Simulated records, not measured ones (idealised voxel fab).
Name of the process module below: voxel ribs on slabs
This is section cut - it's 190 nm across, gridded in 5 nm square cells.
Notation: cross-section as square-cell grid; stated in bands, top first, going down; one or more cell rows per band.
Look at the band entry: it leads with the top's height and the bottom's height in nm. Then it lists the materials left to right, with a width in nm for each. The word "full width" on a single material says that material fills the band edge to edge. The word "blank" is empty space.
All heights in this document are referenced to 0, defined as the level beneath which the wafer, as received, consists entirely of one material. The lowest band is not bounded below; it extends indefinitely downward and is written in the form "top 0, no bottom".
The width entry "30 to 40" should be interpreted row by row: the top row of cells in the band takes the first number, the bottom row takes the second number, and the change between adjacent rows is uniform throughout.
Step marked "everything unchanged"? Then no cell in the cross-section changed in it.
In "Internal closed voids" the enclosed voids are listed, meaning empty spaces of 8 cells or larger without any opening to the top. The form is width x height at distance, distance from the left edge, units nm.
That trailing text on a step's line, after the settings, is the simulator's own remark on the step.
overlay nm: where the mask lay relative to plan, measured to the right, on steps with a mask; negatives go left.
plan:
1: RECEIVE,material Si
2: DIRECTIONAL_DEP,material SiO2,thk nm 20
3: DIRECTIONAL_DEP,material polySi,thk nm 25
4: DIRECTIONAL_DEP,material aC,thk nm 10
5: PATTERN,tone cover,mask id RIB,material resist,width nm 25,thk nm 25,overlay nm 0
6: DIRECTIONAL_ETCH,etch materials aC,depth nm 10
7: STRIP,etch materials resist
8: DIRECTIONAL_ETCH,etch materials polySi,depth nm 10
9: STRIP,etch materials aC
10: PATTERN,tone cover,mask id SLAB,material resist,width nm 75,thk nm 20,overlay nm 0
11: DIRECTIONAL_ETCH,etch materials polySi,depth nm 15
12: STRIP,etch materials resist
13: FILL_DEP,material SiO2,thk nm 25
14: CMP,height nm 65
15: DIRECTIONAL_DEP,material W,thk nm 5
16: MASKED_ETCH,tone cover,mask id HEATER,width nm 35,etch materials W,depth nm 5,overlay nm 0
17: CONFORMAL_DEP,material SiN,thk nm 5
Cross-section of the wafer as it came to us, i.e., already through step 1:
    top 0, no bottom | Si full width
    Internal closed voids: none
Module complete - cross-section of the first of two wafers, run according to plan:
    top 75, bottom 70 | blank 70 | SiN 45 | blank 75
    top 70, bottom 65 | SiN 75 | W 35 | SiN 80
    top 65, bottom 45 | SiO2 full width
    top 45, bottom 35 | SiO2 80 | polySi 25 | SiO2 85
    top 35, bottom 20 | SiO2 55 | polySi 75 | SiO2 60
    top 20, bottom 0 | SiO2 full width
    top 0, no bottom | Si full width
    Internal closed voids: none
Wafer two cross-section, module end. Start and plan unchanged from wafer one; one mistake made during the run:
    top 70, bottom 65 | blank 75 | W 35 | blank 80
    top 65, bottom 45 | SiO2 full width
    top 45, bottom 35 | SiO2 80 | polySi 25 | SiO2 85
    top 35, bottom 20 | SiO2 55 | polySi 75 | SiO2 60
    top 20, bottom 0 | SiO2 full width
    top 0, no bottom | Si full width
    Internal closed voids: none
What was done differently from what was planned? step 17 was left out
Looking at both finished wafers in cells, the second ends up ahead of or behind the first on some materials: -40 SiN
